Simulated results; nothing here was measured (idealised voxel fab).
Documented hereafter: the process module known as voxel self aligned contacts.
We display cut, a cross-section 235 nm in width whose square cells are each 5 nm.
Cross-section spec: square-cell grid; bands listed top down; each band is one or more rows. Basically the band line says how high the top is and how high the bottom is, in nm, and then what's in it from left to right, every material with its width in nm. Empty space shows up as "empty", and if a single material carries "full width" it runs the full band edge to edge. Ref level 0: as-received wafer is one material below here. Bottom band extends down with no lower bound ("from 0 down"). Note: "30->40" means the width goes from the first number (top row of the band) to the second number (bottom row) in equal steps per row of cells. No cell of the cross-section changed in a step that is given as "nothing different". Enclosed void inventory: empty space of 8 cells or more with no open way to the top, each as width x height at its distance from the left edge, in nm. Heads up: the bit after the settings on a step's line is the simulator's remark on that step. The line of a step may include "overlay nm". On a step with a mask, this value is how far to the right of its planned place the mask lay. A negative value means the mask lay to the left.

Listed below are the process steps as planned
1,RECEIVE with material Si
2,OXIDIZE with depth nm 5
3,DIRECTIONAL_DEP with material polySi, thk nm 25
4,DIRECTIONAL_DEP with material SiN, thk nm 15
5,PATTERN with tone cover, mask id GATE, material resist, width nm 25, pitch nm 50, thk nm 20, overlay nm 0
6,DIRECTIONAL_ETCH with etch materials SiN, depth nm 15
7,DIRECTIONAL_ETCH with etch materials polySi, depth nm 25
8,STRIP with etch materials resist
9,CONFORMAL_DEP with material SiN, thk nm 5
10,DIRECTIONAL_ETCH with etch materials SiN, depth nm 5
11,FILL_DEP with material SiO2, thk nm 20
12,CMP with height nm 50
13,DIRECTIONAL_DEP with material aC, thk nm 10
14,PATTERN with tone open, mask id CONTACT, material resist, width nm 35, pitch nm 50, thk nm 30, overlay nm 0
15,DIRECTIONAL_ETCH with etch materials aC, depth nm 10
16,STRIP with etch materials resist
17,DIRECTIONAL_ETCH with etch materials SiO2, depth nm 55
18,STRIP with etch materials aC
19,CONFORMAL_DEP with material TiN, thk nm 5
20,FILL_DEP with material Ru, thk nm 10
21,CMP with height nm 50
22,CONFORMAL_DEP with material SiCN, thk nm 5

The cross-section here shows the wafer as received, i.e. in its state after step 1
* from 0 down: Si full width
* Enclosed void inventory: none

Cross-section, first of two wafers, end of module, run as planned
* from 55 to 50: SiCN full width
* from 50 to 40: SiO2 (75)  TiN (5->15)  Ru (25->5)  TiN (5->15)  SiO2 (15)  TiN (5->15)  Ru (25->5)  TiN (5->15)  SiO2 (75)
* from 40 to 25: SiO2 (50)  SiN (35)  TiN (5)  Ru (5)  TiN (5)  SiN (35)  TiN (5)  Ru (5)  TiN (5)  SiN (35)  SiO2 (50)
* from 25 to 0: SiO2 (50)  SiN (5)  polySi (25)  SiN (5)  TiN (5)  Ru (5)  TiN (5)  SiN (5)  polySi (25)  SiN (5)  TiN (5)  Ru (5)  TiN (5)  SiN (5)  polySi (25)  SiN (5)  SiO2 (50)
* from 0 to -5: SiO2 (85)  TiN (15)  SiO2 (35)  TiN (15)  SiO2 (85)
* from -5 down: Si full width
* Enclosed void inventory: none

Cross-sectional image of the second wafer of the two following completion of the module. Starting state and process plan were the same as for the first wafer; one execution error occurred
* from 55 to 50: SiCN full width
* from 50 to 40: SiO2 (75)  TiN (5)  Ru (75)  TiN (5)  SiO2 (75)
* from 40 to 30: SiO2 (50)  TiN (30->5)  Ru (75->125)  TiN (30->5)  SiO2 (50)
* from 30 to 25: SiO2 (50)  TiN (35)  Ru (15)  TiN (35)  Ru (15)  TiN (35)  SiO2 (50)
* from 25 to 5: SiO2 (50)  TiN (5)  polySi (25)  TiN (5)  Ru (15)  TiN (5)  polySi (25)  TiN (5)  Ru (15)  TiN (5)  polySi (25)  TiN (5)  SiO2 (50)
* from 5 to 0: SiO2 (50)  TiN (5)  polySi (25)  TiN (10)  Ru (5)  TiN (10)  polySi (25)  TiN (10)  Ru (5)  TiN (10)  polySi (25)  TiN (5)  SiO2 (50)
* from 0 to -5: SiO2 (85)  TiN (15)  SiO2 (35)  TiN (15)  SiO2 (85)
* from -5 down: Si full width
* Enclosed void inventory: none
Against the plan, the run slipped here: step 18, actual vs plan mismatch, actual run STRIP with etch materials SiN
The final cell counts differ between the wafers, with the second having more or fewer of some materials than the first: Ru +74; SiN -93; SiO2 -6; TiN +25
